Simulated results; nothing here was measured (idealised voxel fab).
process module | voxel double patterning
cross-section cut | 155 nm wide | cells 5 nm
A cross-section is a grid of square cells, given in bands from the top down. A band is one or more rows of cells.
Each band's line starts with the height of the band's top and of its bottom, in nm. Then come its materials from left to right, each with its width in nm. One material with "throughout" fills the band from edge to edge. "air" is empty space.
Height 0 is the level under which the wafer as received is all one material. The lowest band goes on downwards, as in "0 down".
A width such as "30 to 40" changes by the same amount from each row of cells to the next, from the band's top row to its bottom row.
"no change" after a step means that no cell of the cross-section changed.
closed voids: empty space of 8 cells or more with no open way to the top, each as width x height at its distance from the left edge, in nm
after a step's settings: what the simulator itself notes on the step
overlay nm, on a step with a mask: how far to the right of its planned place the mask lay; to the left if negative
plan
1 op RECEIVE | material Si
2 op CONFORMAL_DEP | material SiO2 | thk nm 5
3 op DIRECTIONAL_DEP | material polySi | thk nm 10
4 op DIRECTIONAL_DEP | material SiN | thk nm 10
5 op MASKED_ETCH | tone open | mask id FIRST | width nm 15 | pitch nm 50 | etch materials SiN | depth nm 10 | overlay nm 0
6 op PATTERN | tone open | mask id SECOND | material resist | width nm 15 | pitch nm 50 | thk nm 15 | overlay nm 0
7 op DIRECTIONAL_ETCH | etch materials SiN | depth nm 10
8 op STRIP | etch materials resist
9 op DIRECTIONAL_ETCH | etch materials polySi | depth nm 10
10 op STRIP | etch materials SiN
as received, after step 1
  0 down: Si throughout
  closed voids: none
first wafer at the end, as planned
  15 to 5: polySi 20 | air 15 | polySi 10 | air 15 | polySi 10 | air 15 | polySi 10 | air 15 | polySi 10 | air 15 | polySi 20
  5 to 0: SiO2 throughout
  0 down: Si throughout
  closed voids: none
second wafer at the end: like start, like plan, one mistake
  25 to 15: polySi 20 | air 15 | polySi 10 | air 15 | polySi 10 | air 15 | polySi 10 | air 15 | polySi 10 | air 15 | polySi 20
  15 to 0: SiO2 throughout
  0 down: Si throughout
  closed voids: none
what went wrong: step 2 ran as: op CONFORMAL_DEP | material SiO2 | thk nm 15
at the end the second wafer has, in cells: 62 more of SiO2
